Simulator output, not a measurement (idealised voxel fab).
voxel wiring stack: a process module
The figure presents cross-section cut, which has a width of 275 nm and is divided into square cells with an edge length of 5 nm.
Heads up, the way a cross-section reads in here is a grid of square cells, handed over as bands from the top down, with every band being one or more rows of cells.
Each band's line starts with the height of the band's top and of its bottom, in nm. Then come its materials from left to right, each with its width in nm. One material with "edge to edge" fills the band from edge to edge. "empty" is empty space.
Heights from 0 (as-received wafer is one material below). Bottom band endless downward, as "0 nm and below".
Think of "30..40" as a width that walks from the first number to the second as you go down the band, top row to bottom row, taking equal-sized steps from row to row.
Basically "remains unaltered" means that step didn't change any cell in the cross-section.
Closed-off voids of 8+ cells (no open route to the top) go in "Closed void roster", written width x height at distance from the left edge, in nm.
Formally, on a step line, whatever follows the settings is a remark that the simulator itself makes on the step.
Steps that use a mask can have "overlay nm" on their line. It says how far the mask sat to the right of where it was meant to be. Negative means to the left.

**Planned process steps**
1 RECEIVE (material Si)
2 CONFORMAL_DEP (material SiO2; thk nm 15)
3 DIRECTIONAL_DEP (material TiN; thk nm 5)
4 DIRECTIONAL_DEP (material Ru; thk nm 25)
5 PATTERN (tone cover; mask id METAL_1; material resist; width nm 25; pitch nm 40; thk nm 20; overlay nm 0)
6 DIRECTIONAL_ETCH (etch materials Ru; depth nm 25)
7 DIRECTIONAL_ETCH (etch materials TiN; depth nm 5)
8 STRIP (etch materials resist)
9 FILL_DEP (material lowk; thk nm 10)
10 CMP (height nm 45)
11 CONFORMAL_DEP (material SiCN; thk nm 5)
12 DIRECTIONAL_DEP (material SiO2; thk nm 30)
13 DIRECTIONAL_DEP (material aC; thk nm 10)
14 PATTERN (tone open; mask id METAL_2; material resist; width nm 25; pitch nm 40; thk nm 30; overlay nm 0)
15 DIRECTIONAL_ETCH (etch materials aC; depth nm 10)
16 STRIP (etch materials resist)
17 DIRECTIONAL_ETCH (etch materials SiO2; depth nm 20)
18 STRIP (etch materials aC)
19 DIRECTIONAL_DEP (material aC; thk nm 15)
20 PATTERN (tone open; mask id METAL_2_HOLES; material resist; width nm 15; pitch nm 80; thk nm 35; overlay nm 0)
21 DIRECTIONAL_ETCH (etch materials aC; depth nm 15)
22 STRIP (etch materials resist)
23 DIRECTIONAL_ETCH (etch materials SiO2; depth nm 10)
24 DIRECTIONAL_ETCH (etch materials SiCN; depth nm 5)
25 STRIP (etch materials aC)
26 CONFORMAL_DEP (material TiN; thk nm 5)
27 FILL_DEP (material Cu; thk nm 10)
28 CMP (height nm 80)
29 CONFORMAL_DEP (material SiCN; thk nm 5)
30 DIRECTIONAL_DEP (material SiO2; thk nm 30)
31 PATTERN (tone open; mask id METAL_3; material resist; width nm 25; pitch nm 40; thk nm 15; overlay nm 0)
32 DIRECTIONAL_ETCH (etch materials SiO2; depth nm 20)
33 STRIP (etch materials resist)
34 DIRECTIONAL_DEP (material aC; thk nm 10)
35 PATTERN (tone open; mask id METAL_3_HOLES; material resist; width nm 15; pitch nm 80; thk nm 25; overlay nm 0)
36 DIRECTIONAL_ETCH (etch materials aC; depth nm 10)
37 STRIP (etch materials resist)
38 DIRECTIONAL_ETCH (etch materials SiO2; depth nm 10)
39 DIRECTIONAL_ETCH (etch materials SiCN; depth nm 5)
40 STRIP (etch materials aC)
41 CONFORMAL_DEP (material TiN; thk nm 5)
42 FILL_DEP (material Ru; thk nm 5)
43 CMP (height nm 115)
44 CONFORMAL_DEP (material SiCN; thk nm 5)
45 DIRECTIONAL_DEP (material SiO2; thk nm 30)
46 PATTERN (tone open; mask id METAL_4_HOLES; material resist; width nm 15; pitch nm 40; thk nm 20; overlay nm 0)
47 DIRECTIONAL_ETCH (etch materials SiO2; depth nm 30)
48 STRIP (etch materials resist)
49 PATTERN (tone open; mask id METAL_4; material resist; width nm 25; pitch nm 40; thk nm 20; overlay nm 0)
50 DIRECTIONAL_ETCH (etch materials SiO2; depth nm 20)
51 DIRECTIONAL_ETCH (etch materials SiCN; depth nm 5)
52 STRIP (etch materials resist)
53 CONFORMAL_DEP (material TiN; thk nm 5)
54 FILL_DEP (material Cu; thk nm 5)
55 CMP (height nm 150)
56 CONFORMAL_DEP (material SiCN; thk nm 5)

**First wafer, two in total, run as planned**

**Cross-section of the incoming wafer, state after step 1**
	0 nm and below = Si edge to edge
	Closed void roster: none

**Take a look at the wafer's cross-section after step 2**
	15 nm to 0 nm = SiO2 edge to edge
	Rest of section, below 0: as before.

**Take a look at the wafer's cross-section after step 3**
	20 nm to 15 nm = TiN edge to edge
	Rest of section, below 15: as before.

**Take a look at the wafer's cross-section after step 4**
	45 nm to 20 nm = Ru edge to edge
	Rest of section, below 20: as before.

**Take a look at the wafer's cross-section after step 5**
	65 nm to 45 nm = 85 empty, 25 resist, 15 empty, 25 resist, 15 empty, 25 resist, 85 empty
	Rest of section, below 45: as before.

**Take a look at the wafer's cross-section after step 6**
	65 nm to 45 nm = 85 empty, 25 resist, 15 empty, 25 resist, 15 empty, 25 resist, 85 empty
	45 nm to 20 nm = 85 empty, 25 Ru, 15 empty, 25 Ru, 15 empty, 25 Ru, 85 empty
	Rest of section, below 20: as before.

**Take a look at the wafer's cross-section after step 7**
	65 nm to 45 nm = 85 empty, 25 resist, 15 empty, 25 resist, 15 empty, 25 resist, 85 empty
	45 nm to 20 nm = 85 empty, 25 Ru, 15 empty, 25 Ru, 15 empty, 25 Ru, 85 empty
	20 nm to 15 nm = 85 empty, 25 TiN, 15 empty, 25 TiN, 15 empty, 25 TiN, 85 empty
	Rest of section, below 15: as before.

**Take a look at the wafer's cross-section after step 8**
	45 nm to 20 nm = 85 empty, 25 Ru, 15 empty, 25 Ru, 15 empty, 25 Ru, 85 empty
	Rest of section, below 20: as before.

**Take a look at the wafer's cross-section after step 9**
	55 nm to 45 nm = lowk edge to edge
	45 nm to 20 nm = 85 lowk, 25 Ru, 15 lowk, 25 Ru, 15 lowk, 25 Ru, 85 lowk
	20 nm to 15 nm = 85 lowk, 25 TiN, 15 lowk, 25 TiN, 15 lowk, 25 TiN, 85 lowk
	Rest of section, below 15: as before.

**Take a look at the wafer's cross-section after step 10**
	45 nm to 20 nm = 85 lowk, 25 Ru, 15 lowk, 25 Ru, 15 lowk, 25 Ru, 85 lowk
	Rest of section, below 20: as before.

**Take a look at the wafer's cross-section after step 11**
	50 nm to 45 nm = SiCN edge to edge
	Rest of section, below 45: as before.

**Take a look at the wafer's cross-section after step 12**
	80 nm to 50 nm = SiO2 edge to edge
	Rest of section, below 50: as before.

**Take a look at the wafer's cross-section after step 13**
	90 nm to 80 nm = aC edge to edge
	Rest of section, below 80: as before.

**Take a look at the wafer's cross-section after step 14**
	120 nm to 90 nm = 85 resist, 25 empty, 15 resist, 25 empty, 15 resist, 25 empty, 85 resist
	Rest of section, below 90: as before.

**Take a look at the wafer's cross-section after step 15**
	110 nm to 90 nm = 85 resist, 25 empty, 15 resist, 25 empty, 15 resist, 25 empty, 85 resist
	90 nm to 80 nm = 85 aC, 25 empty, 15 aC, 25 empty, 15 aC, 25 empty, 85 aC
	Rest of section, below 80: as before.

**Take a look at the wafer's cross-section after step 16**
	90 nm to 80 nm = 85 aC, 25 empty, 15 aC, 25 empty, 15 aC, 25 empty, 85 aC
	Rest of section, below 80: as before.

**Take a look at the wafer's cross-section after step 17**
	90 nm to 80 nm = 85 aC, 25 empty, 15 aC, 25 empty, 15 aC, 25 empty, 85 aC
	80 nm to 60 nm = 85 SiO2, 25 empty, 15 SiO2, 25 empty, 15 SiO2, 25 empty, 85 SiO2
	Rest of section, below 60: as before.

**Take a look at the wafer's cross-section after step 18**
	80 nm to 60 nm = 85 SiO2, 25 empty, 15 SiO2, 25 empty, 15 SiO2, 25 empty, 85 SiO2
	Rest of section, below 60: as before.

**Take a look at the wafer's cross-section after step 19**
	95 nm to 80 nm = 85 aC, 25 empty, 15 aC, 25 empty, 15 aC, 25 empty, 85 aC
	80 nm to 75 nm = 85 SiO2, 25 empty, 15 SiO2, 25 empty, 15 SiO2, 25 empty, 85 SiO2
	75 nm to 60 nm = 85 SiO2, 25 aC, 15 SiO2, 25 aC, 15 SiO2, 25 aC, 85 SiO2
	Rest of section, below 60: as before.

**Take a look at the wafer's cross-section after step 20**
	130 nm to 95 nm = 85 resist, 15 empty, 65 resist, 15 empty, 95 resist
	95 nm to 80 nm = 85 aC, 15 empty, 10 resist, 15 aC, 25 resist, 15 aC, 15 empty, 10 resist, 85 aC
	80 nm to 75 nm = 85 SiO2, 15 empty, 10 resist, 15 SiO2, 25 resist, 15 SiO2, 15 empty, 10 resist, 85 SiO2
	Rest of section, below 75: as before.

**Take a look at the wafer's cross-section after step 21**
	115 nm to 95 nm = 85 resist, 15 empty, 65 resist, 15 empty, 95 resist
	95 nm to 80 nm = 85 aC, 15 empty, 10 resist, 15 aC, 25 resist, 15 aC, 15 empty, 10 resist, 85 aC
	80 nm to 75 nm = 85 SiO2, 15 empty, 10 resist, 15 SiO2, 25 resist, 15 SiO2, 15 empty, 10 resist, 85 SiO2
	75 nm to 60 nm = 85 SiO2, 15 empty, 10 aC, 15 SiO2, 25 aC, 15 SiO2, 15 empty, 10 aC, 85 SiO2
	Rest of section, below 60: as before.

**Take a look at the wafer's cross-section after step 22**
	95 nm to 80 nm = 85 aC, 25 empty, 15 aC, 25 empty, 15 aC, 25 empty, 85 aC
	80 nm to 75 nm = 85 SiO2, 25 empty, 15 SiO2, 25 empty, 15 SiO2, 25 empty, 85 SiO2
	Rest of section, below 75: as before.

**Take a look at the wafer's cross-section after step 23**
	95 nm to 80 nm = 85 aC, 25 empty, 15 aC, 25 empty, 15 aC, 25 empty, 85 aC
	80 nm to 75 nm = 85 SiO2, 25 empty, 15 SiO2, 25 empty, 15 SiO2, 25 empty, 85 SiO2
	75 nm to 60 nm = 85 SiO2, 15 empty, 10 aC, 15 SiO2, 25 aC, 15 SiO2, 15 empty, 10 aC, 85 SiO2
	60 nm to 50 nm = 85 SiO2, 15 empty, 65 SiO2, 15 empty, 95 SiO2
	Rest of section, below 50: as before.

**Take a look at the wafer's cross-section after step 24**
	95 nm to 80 nm = 85 aC, 25 empty, 15 aC, 25 empty, 15 aC, 25 empty, 85 aC
	80 nm to 75 nm = 85 SiO2, 25 empty, 15 SiO2, 25 empty, 15 SiO2, 25 empty, 85 SiO2
	75 nm to 60 nm = 85 SiO2, 15 empty, 10 aC, 15 SiO2, 25 aC, 15 SiO2, 15 empty, 10 aC, 85 SiO2
	60 nm to 50 nm = 85 SiO2, 15 empty, 65 SiO2, 15 empty, 95 SiO2
	50 nm to 45 nm = 85 SiCN, 15 empty, 65 SiCN, 15 empty, 95 SiCN
	Rest of section, below 45: as before.

**Take a look at the wafer's cross-section after step 25**
	80 nm to 60 nm = 85 SiO2, 25 empty, 15 SiO2, 25 empty, 15 SiO2, 25 empty, 85 SiO2
	Rest of section, below 60: as before.

**Take a look at the wafer's cross-section after step 26**
	85 nm to 80 nm = 90 TiN, 15 empty, 25 TiN, 15 empty, 25 TiN, 15 empty, 90 TiN
	80 nm to 65 nm = 85 SiO2, 5 TiN, 15 empty, 5 TiN, 15 SiO2, 5 TiN, 15 empty, 5 TiN, 15 SiO2, 5 TiN, 15 empty, 5 TiN, 85 SiO2
	65 nm to 60 nm = 85 SiO2, 5 TiN, 5 empty, 15 TiN, 15 SiO2, 25 TiN, 15 SiO2, 5 TiN, 5 empty, 15 TiN, 85 SiO2
	60 nm to 50 nm = 85 SiO2, 5 TiN, 5 empty, 5 TiN, 65 SiO2, 5 TiN, 5 empty, 5 TiN, 95 SiO2
	50 nm to 45 nm = 85 SiCN, 15 TiN, 65 SiCN, 15 TiN, 95 SiCN
	Rest of section, below 45: as before.

**Take a look at the wafer's cross-section after step 27**
	95 nm to 85 nm = Cu edge to edge
	85 nm to 80 nm = 90 TiN, 15 Cu, 25 TiN, 15 Cu, 25 TiN, 15 Cu, 90 TiN
	80 nm to 65 nm = 85 SiO2, 5 TiN, 15 Cu, 5 TiN, 15 SiO2, 5 TiN, 15 Cu, 5 TiN, 15 SiO2, 5 TiN, 15 Cu, 5 TiN, 85 SiO2
	65 nm to 60 nm = 85 SiO2, 5 TiN, 5 Cu, 15 TiN, 15 SiO2, 25 TiN, 15 SiO2, 5 TiN, 5 Cu, 15 TiN, 85 SiO2
	60 nm to 50 nm = 85 SiO2, 5 TiN, 5 Cu, 5 TiN, 65 SiO2, 5 TiN, 5 Cu, 5 TiN, 95 SiO2
	Rest of section, below 50: as before.

**Take a look at the wafer's cross-section after step 28**
	80 nm to 65 nm = 85 SiO2, 5 TiN, 15 Cu, 5 TiN, 15 SiO2, 5 TiN, 15 Cu, 5 TiN, 15 SiO2, 5 TiN, 15 Cu, 5 TiN, 85 SiO2
	Rest of section, below 65: as before.

**Take a look at the wafer's cross-section after step 29**
	85 nm to 80 nm = SiCN edge to edge
	Rest of section, below 80: as before.

**Take a look at the wafer's cross-section after step 30**
	115 nm to 85 nm = SiO2 edge to edge
	Rest of section, below 85: as before.

**Take a look at the wafer's cross-section after step 31**
	130 nm to 115 nm = 85 resist, 25 empty, 15 resist, 25 empty, 15 resist, 25 empty, 85 resist
	Rest of section, below 115: as before.

**Take a look at the wafer's cross-section after step 32**
	130 nm to 115 nm = 85 resist, 25 empty, 15 resist, 25 empty, 15 resist, 25 empty, 85 resist
	115 nm to 95 nm = 85 SiO2, 25 empty, 15 SiO2, 25 empty, 15 SiO2, 25 empty, 85 SiO2
	Rest of section, below 95: as before.

**Take a look at the wafer's cross-section after step 33**
	115 nm to 95 nm = 85 SiO2, 25 empty, 15 SiO2, 25 empty, 15 SiO2, 25 empty, 85 SiO2
	Rest of section, below 95: as before.

**Take a look at the wafer's cross-section after step 34**
	125 nm to 115 nm = 85 aC, 25 empty, 15 aC, 25 empty, 15 aC, 25 empty, 85 aC
	115 nm to 105 nm = 85 SiO2, 25 empty, 15 SiO2, 25 empty, 15 SiO2, 25 empty, 85 SiO2
	105 nm to 95 nm = 85 SiO2, 25 aC, 15 SiO2, 25 aC, 15 SiO2, 25 aC, 85 SiO2
	Rest of section, below 95: as before.

**Take a look at the wafer's cross-section after step 35**
	150 nm to 125 nm = 85 resist, 15 empty, 65 resist, 15 empty, 95 resist
	125 nm to 115 nm = 85 aC, 15 empty, 10 resist, 15 aC, 25 resist, 15 aC, 15 empty, 10 resist, 85 aC
	115 nm to 105 nm = 85 SiO2, 15 empty, 10 resist, 15 SiO2, 25 resist, 15 SiO2, 15 empty, 10 resist, 85 SiO2
	Rest of section, below 105: as before.

**Take a look at the wafer's cross-section after step 36**
	140 nm to 125 nm = 85 resist, 15 empty, 65 resist, 15 empty, 95 resist
	125 nm to 115 nm = 85 aC, 15 empty, 10 resist, 15 aC, 25 resist, 15 aC, 15 empty, 10 resist, 85 aC
	115 nm to 105 nm = 85 SiO2, 15 empty, 10 resist, 15 SiO2, 25 resist, 15 SiO2, 15 empty, 10 resist, 85 SiO2
	105 nm to 95 nm = 85 SiO2, 15 empty, 10 aC, 15 SiO2, 25 aC, 15 SiO2, 15 empty, 10 aC, 85 SiO2
	Rest of section, below 95: as before.

**Take a look at the wafer's cross-section after step 37**
	125 nm to 115 nm = 85 aC, 25 empty, 15 aC, 25 empty, 15 aC, 25 empty, 85 aC
	115 nm to 105 nm = 85 SiO2, 25 empty, 15 SiO2, 25 empty, 15 SiO2, 25 empty, 85 SiO2
	Rest of section, below 105: as before.

**Take a look at the wafer's cross-section after step 38**
	125 nm to 115 nm = 85 aC, 25 empty, 15 aC, 25 empty, 15 aC, 25 empty, 85 aC
	115 nm to 105 nm = 85 SiO2, 25 empty, 15 SiO2, 25 empty, 15 SiO2, 25 empty, 85 SiO2
	105 nm to 95 nm = 85 SiO2, 15 empty, 10 aC, 15 SiO2, 25 aC, 15 SiO2, 15 empty, 10 aC, 85 SiO2
	95 nm to 85 nm = 85 SiO2, 15 empty, 65 SiO2, 15 empty, 95 SiO2
	Rest of section, below 85: as before.

**Take a look at the wafer's cross-section after step 39**
	125 nm to 115 nm = 85 aC, 25 empty, 15 aC, 25 empty, 15 aC, 25 empty, 85 aC
	115 nm to 105 nm = 85 SiO2, 25 empty, 15 SiO2, 25 empty, 15 SiO2, 25 empty, 85 SiO2
	105 nm to 95 nm = 85 SiO2, 15 empty, 10 aC, 15 SiO2, 25 aC, 15 SiO2, 15 empty, 10 aC, 85 SiO2
	95 nm to 85 nm = 85 SiO2, 15 empty, 65 SiO2, 15 empty, 95 SiO2
	85 nm to 80 nm = 85 SiCN, 15 empty, 65 SiCN, 15 empty, 95 SiCN
	Rest of section, below 80: as before.

**Take a look at the wafer's cross-section after step 40**
	115 nm to 95 nm = 85 SiO2, 25 empty, 15 SiO2, 25 empty, 15 SiO2, 25 empty, 85 SiO2
	Rest of section, below 95: as before.

**Take a look at the wafer's cross-section after step 41**
	120 nm to 115 nm = 90 TiN, 15 empty, 25 TiN, 15 empty, 25 TiN, 15 empty, 90 TiN
	115 nm to 100 nm = 85 SiO2, 5 TiN, 15 empty, 5 TiN, 15 SiO2, 5 TiN, 15 empty, 5 TiN, 15 SiO2, 5 TiN, 15 empty, 5 TiN, 85 SiO2
	100 nm to 95 nm = 85 SiO2, 5 TiN, 5 empty, 15 TiN, 15 SiO2, 25 TiN, 15 SiO2, 5 TiN, 5 empty, 15 TiN, 85 SiO2
	95 nm to 85 nm = 85 SiO2, 5 TiN, 5 empty, 5 TiN, 65 SiO2, 5 TiN, 5 empty, 5 TiN, 95 SiO2
	85 nm to 80 nm = 85 SiCN, 15 TiN, 65 SiCN, 15 TiN, 95 SiCN
	Rest of section, below 80: as before.

**Take a look at the wafer's cross-section after step 42**
	125 nm to 120 nm = Ru edge to edge
	120 nm to 115 nm = 90 TiN, 15 Ru, 25 TiN, 15 Ru, 25 TiN, 15 Ru, 90 TiN
	115 nm to 100 nm = 85 SiO2, 5 TiN, 15 Ru, 5 TiN, 15 SiO2, 5 TiN, 15 Ru, 5 TiN, 15 SiO2, 5 TiN, 15 Ru, 5 TiN, 85 SiO2
	100 nm to 95 nm = 85 SiO2, 5 TiN, 5 Ru, 15 TiN, 15 SiO2, 25 TiN, 15 SiO2, 5 TiN, 5 Ru, 15 TiN, 85 SiO2
	95 nm to 85 nm = 85 SiO2, 5 TiN, 5 Ru, 5 TiN, 65 SiO2, 5 TiN, 5 Ru, 5 TiN, 95 SiO2
	Rest of section, below 85: as before.

**Take a look at the wafer's cross-section after step 43**
	115 nm to 100 nm = 85 SiO2, 5 TiN, 15 Ru, 5 TiN, 15 SiO2, 5 TiN, 15 Ru, 5 TiN, 15 SiO2, 5 TiN, 15 Ru, 5 TiN, 85 SiO2
	Rest of section, below 100: as before.

**Take a look at the wafer's cross-section after step 44**
	120 nm to 115 nm = SiCN edge to edge
	Rest of section, below 115: as before.

**Take a look at the wafer's cross-section after step 45**
	150 nm to 120 nm = SiO2 edge to edge
	Rest of section, below 120: as before.

**Take a look at the wafer's cross-section after step 46**
	170 nm to 150 nm = 85 resist, 15 empty, 25 resist, 15 empty, 25 resist, 15 empty, 95 resist
	Rest of section, below 150: as before.

**Take a look at the wafer's cross-section after step 47**
	170 nm to 150 nm = 85 resist, 15 empty, 25 resist, 15 empty, 25 resist, 15 empty, 95 resist
	150 nm to 120 nm = 85 SiO2, 15 empty, 25 SiO2, 15 empty, 25 SiO2, 15 empty, 95 SiO2
	Rest of section, below 120: as before.

**Take a look at the wafer's cross-section after step 48**
	150 nm to 120 nm = 85 SiO2, 15 empty, 25 SiO2, 15 empty, 25 SiO2, 15 empty, 95 SiO2
	Rest of section, below 120: as before.

**Take a look at the wafer's cross-section after step 49**
	170 nm to 150 nm = 85 resist, 25 empty, 15 resist, 25 empty, 15 resist, 25 empty, 85 resist
	Rest of section, below 150: as before.

**Take a look at the wafer's cross-section after step 50**
	170 nm to 150 nm = 85 resist, 25 empty, 15 resist, 25 empty, 15 resist, 25 empty, 85 resist
	150 nm to 130 nm = 85 SiO2, 25 empty, 15 SiO2, 25 empty, 15 SiO2, 25 empty, 85 SiO2
	Rest of section, below 130: as before.

**Take a look at the wafer's cross-section after step 51**
	170 nm to 150 nm = 85 resist, 25 empty, 15 resist, 25 empty, 15 resist, 25 empty, 85 resist
	150 nm to 130 nm = 85 SiO2, 25 empty, 15 SiO2, 25 empty, 15 SiO2, 25 empty, 85 SiO2
	130 nm to 120 nm = 85 SiO2, 15 empty, 25 SiO2, 15 empty, 25 SiO2, 15 empty, 95 SiO2
	120 nm to 115 nm = 85 SiCN, 15 empty, 25 SiCN, 15 empty, 25 SiCN, 15 empty, 95 SiCN
	Rest of section, below 115: as before.

**Take a look at the wafer's cross-section after step 52**
	150 nm to 130 nm = 85 SiO2, 25 empty, 15 SiO2, 25 empty, 15 SiO2, 25 empty, 85 SiO2
	Rest of section, below 130: as before.

**Take a look at the wafer's cross-section after step 53**
	155 nm to 150 nm = 90 TiN, 15 empty, 25 TiN, 15 empty, 25 TiN, 15 empty, 90 TiN
	150 nm to 135 nm = 85 SiO2, 5 TiN, 15 empty, 5 TiN, 15 SiO2, 5 TiN, 15 empty, 5 TiN, 15 SiO2, 5 TiN, 15 empty, 5 TiN, 85 SiO2
	135 nm to 130 nm = 85 SiO2, 5 TiN, 5 empty, 15 TiN, 15 SiO2, 5 TiN, 5 empty, 15 TiN, 15 SiO2, 5 TiN, 5 empty, 15 TiN, 85 SiO2
	130 nm to 120 nm = 85 SiO2, 5 TiN, 5 empty, 5 TiN, 25 SiO2, 5 TiN, 5 empty, 5 TiN, 25 SiO2, 5 TiN, 5 empty, 5 TiN, 95 SiO2
	120 nm to 115 nm = 85 SiCN, 15 TiN, 25 SiCN, 15 TiN, 25 SiCN, 15 TiN, 95 SiCN
	Rest of section, below 115: as before.

**Take a look at the wafer's cross-section after step 54**
	160 nm to 155 nm = Cu edge to edge
	155 nm to 150 nm = 90 TiN, 15 Cu, 25 TiN, 15 Cu, 25 TiN, 15 Cu, 90 TiN
	150 nm to 135 nm = 85 SiO2, 5 TiN, 15 Cu, 5 TiN, 15 SiO2, 5 TiN, 15 Cu, 5 TiN, 15 SiO2, 5 TiN, 15 Cu, 5 TiN, 85 SiO2
	135 nm to 130 nm = 85 SiO2, 5 TiN, 5 Cu, 15 TiN, 15 SiO2, 5 TiN, 5 Cu, 15 TiN, 15 SiO2, 5 TiN, 5 Cu, 15 TiN, 85 SiO2
	130 nm to 120 nm = 85 SiO2, 5 TiN, 5 Cu, 5 TiN, 25 SiO2, 5 TiN, 5 Cu, 5 TiN, 25 SiO2, 5 TiN, 5 Cu, 5 TiN, 95 SiO2
	Rest of section, below 120: as before.

**Take a look at the wafer's cross-section after step 55**
	150 nm to 135 nm = 85 SiO2, 5 TiN, 15 Cu, 5 TiN, 15 SiO2, 5 TiN, 15 Cu, 5 TiN, 15 SiO2, 5 TiN, 15 Cu, 5 TiN, 85 SiO2
	Rest of section, below 135: as before.

**Take a look at the wafer's cross-section after step 56**
	155 nm to 150 nm = SiCN edge to edge
	Rest of section, below 150: as before.

**Here the second wafer is described. Its start and its plan were those of the first wafer. Its run contained one mistake. Up to and including step 37, it did exactly what the first wafer did**

**Cross-section, second wafer, at the end time the plan gives for step 38**
	125 nm to 115 nm = 85 aC, 25 empty, 15 aC, 25 empty, 15 aC, 25 empty, 85 aC
	115 nm to 105 nm = 85 SiO2, 25 empty, 15 SiO2, 25 empty, 15 SiO2, 25 empty, 85 SiO2
	105 nm to 95 nm = 85 SiO2, 15 empty, 10 aC, 15 SiO2, 25 aC, 15 SiO2, 15 empty, 10 aC, 85 SiO2
	95 nm to 90 nm = 85 SiO2, 15 empty, 65 SiO2, 15 empty, 95 SiO2
	Rest of section, below 90: as before.

Cross-section, second wafer, at the end time the plan gives for step 39: remains unaltered

**Cross-section, second wafer, at the end time the plan gives for step 40**
	115 nm to 95 nm = 85 SiO2, 25 empty, 15 SiO2, 25 empty, 15 SiO2, 25 empty, 85 SiO2
	Rest of section, below 95: as before.

**Cross-section, second wafer, at the end time the plan gives for step 41**
	120 nm to 115 nm = 90 TiN, 15 empty, 25 TiN, 15 empty, 25 TiN, 15 empty, 90 TiN
	115 nm to 100 nm = 85 SiO2, 5 TiN, 15 empty, 5 TiN, 15 SiO2, 5 TiN, 15 empty, 5 TiN, 15 SiO2, 5 TiN, 15 empty, 5 TiN, 85 SiO2
	100 nm to 95 nm = 85 SiO2, 5 TiN, 5 empty, 15 TiN, 15 SiO2, 25 TiN, 15 SiO2, 5 TiN, 5 empty, 15 TiN, 85 SiO2
	95 nm to 90 nm = 85 SiO2, 15 TiN, 65 SiO2, 15 TiN, 95 SiO2
	Rest of section, below 90: as before.

**Cross-section, second wafer, at the end time the plan gives for step 42**
	125 nm to 120 nm = Ru edge to edge
	120 nm to 115 nm = 90 TiN, 15 Ru, 25 TiN, 15 Ru, 25 TiN, 15 Ru, 90 TiN
	115 nm to 100 nm = 85 SiO2, 5 TiN, 15 Ru, 5 TiN, 15 SiO2, 5 TiN, 15 Ru, 5 TiN, 15 SiO2, 5 TiN, 15 Ru, 5 TiN, 85 SiO2
	100 nm to 95 nm = 85 SiO2, 5 TiN, 5 Ru, 15 TiN, 15 SiO2, 25 TiN, 15 SiO2, 5 TiN, 5 Ru, 15 TiN, 85 SiO2
	Rest of section, below 95: as before.

**Cross-section, second wafer, at the end time the plan gives for step 43**
	115 nm to 100 nm = 85 SiO2, 5 TiN, 15 Ru, 5 TiN, 15 SiO2, 5 TiN, 15 Ru, 5 TiN, 15 SiO2, 5 TiN, 15 Ru, 5 TiN, 85 SiO2
	Rest of section, below 100: as before.

**Cross-section, second wafer, at the end time the plan gives for step 44**
	120 nm to 115 nm = SiCN edge to edge
	Rest of section, below 115: as before.

**Cross-section, second wafer, at the end time the plan gives for step 45**
	150 nm to 120 nm = SiO2 edge to edge
	Rest of section, below 120: as before.

**Cross-section, second wafer, at the end time the plan gives for step 46**
	170 nm to 150 nm = 85 resist, 15 empty, 25 resist, 15 empty, 25 resist, 15 empty, 95 resist
	Rest of section, below 150: as before.

**Cross-section, second wafer, at the end time the plan gives for step 47**
	170 nm to 150 nm = 85 resist, 15 empty, 25 resist, 15 empty, 25 resist, 15 empty, 95 resist
	150 nm to 120 nm = 85 SiO2, 15 empty, 25 SiO2, 15 empty, 25 SiO2, 15 empty, 95 SiO2
	Rest of section, below 120: as before.

**Cross-section, second wafer, at the end time the plan gives for step 48**
	150 nm to 120 nm = 85 SiO2, 15 empty, 25 SiO2, 15 empty, 25 SiO2, 15 empty, 95 SiO2
	Rest of section, below 120: as before.

**Cross-section, second wafer, at the end time the plan gives for step 49**
	170 nm to 150 nm = 85 resist, 25 empty, 15 resist, 25 empty, 15 resist, 25 empty, 85 resist
	Rest of section, below 150: as before.

**Cross-section, second wafer, at the end time the plan gives for step 50**
	170 nm to 150 nm = 85 resist, 25 empty, 15 resist, 25 empty, 15 resist, 25 empty, 85 resist
	150 nm to 130 nm = 85 SiO2, 25 empty, 15 SiO2, 25 empty, 15 SiO2, 25 empty, 85 SiO2
	Rest of section, below 130: as before.

**Cross-section, second wafer, at the end time the plan gives for step 51**
	170 nm to 150 nm = 85 resist, 25 empty, 15 resist, 25 empty, 15 resist, 25 empty, 85 resist
	150 nm to 130 nm = 85 SiO2, 25 empty, 15 SiO2, 25 empty, 15 SiO2, 25 empty, 85 SiO2
	130 nm to 120 nm = 85 SiO2, 15 empty, 25 SiO2, 15 empty, 25 SiO2, 15 empty, 95 SiO2
	120 nm to 115 nm = 85 SiCN, 15 empty, 25 SiCN, 15 empty, 25 SiCN, 15 empty, 95 SiCN
	Rest of section, below 115: as before.

**Cross-section, second wafer, at the end time the plan gives for step 52**
	150 nm to 130 nm = 85 SiO2, 25 empty, 15 SiO2, 25 empty, 15 SiO2, 25 empty, 85 SiO2
	Rest of section, below 130: as before.

**Cross-section, second wafer, at the end time the plan gives for step 53**
	155 nm to 150 nm = 90 TiN, 15 empty, 25 TiN, 15 empty, 25 TiN, 15 empty, 90 TiN
	150 nm to 135 nm = 85 SiO2, 5 TiN, 15 empty, 5 TiN, 15 SiO2, 5 TiN, 15 empty, 5 TiN, 15 SiO2, 5 TiN, 15 empty, 5 TiN, 85 SiO2
	135 nm to 130 nm = 85 SiO2, 5 TiN, 5 empty, 15 TiN, 15 SiO2, 5 TiN, 5 empty, 15 TiN, 15 SiO2, 5 TiN, 5 empty, 15 TiN, 85 SiO2
	130 nm to 120 nm = 85 SiO2, 5 TiN, 5 empty, 5 TiN, 25 SiO2, 5 TiN, 5 empty, 5 TiN, 25 SiO2, 5 TiN, 5 empty, 5 TiN, 95 SiO2
	120 nm to 115 nm = 85 SiCN, 15 TiN, 25 SiCN, 15 TiN, 25 SiCN, 15 TiN, 95 SiCN
	Rest of section, below 115: as before.

**Cross-section, second wafer, at the end time the plan gives for step 54**
	160 nm to 155 nm = Cu edge to edge
	155 nm to 150 nm = 90 TiN, 15 Cu, 25 TiN, 15 Cu, 25 TiN, 15 Cu, 90 TiN
	150 nm to 135 nm = 85 SiO2, 5 TiN, 15 Cu, 5 TiN, 15 SiO2, 5 TiN, 15 Cu, 5 TiN, 15 SiO2, 5 TiN, 15 Cu, 5 TiN, 85 SiO2
	135 nm to 130 nm = 85 SiO2, 5 TiN, 5 Cu, 15 TiN, 15 SiO2, 5 TiN, 5 Cu, 15 TiN, 15 SiO2, 5 TiN, 5 Cu, 15 TiN, 85 SiO2
	130 nm to 120 nm = 85 SiO2, 5 TiN, 5 Cu, 5 TiN, 25 SiO2, 5 TiN, 5 Cu, 5 TiN, 25 SiO2, 5 TiN, 5 Cu, 5 TiN, 95 SiO2
	Rest of section, below 120: as before.

**Cross-section, second wafer, at the end time the plan gives for step 55**
	150 nm to 135 nm = 85 SiO2, 5 TiN, 15 Cu, 5 TiN, 15 SiO2, 5 TiN, 15 Cu, 5 TiN, 15 SiO2, 5 TiN, 15 Cu, 5 TiN, 85 SiO2
	Rest of section, below 135: as before.

**Cross-section, second wafer, at the end time the plan gives for step 56**
	155 nm to 150 nm = SiCN edge to edge
	Rest of section, below 150: as before.
Plan not followed: step 38 went in with a setting other than planned; the actual run was DIRECTIONAL_ETCH (etch materials SiO2; depth nm 5)
Final wafer comparison in cells, second versus first, more or fewer per material: 4 fewer of Ru | 6 more of SiCN | 6 more of SiO2 | 8 fewer of TiN
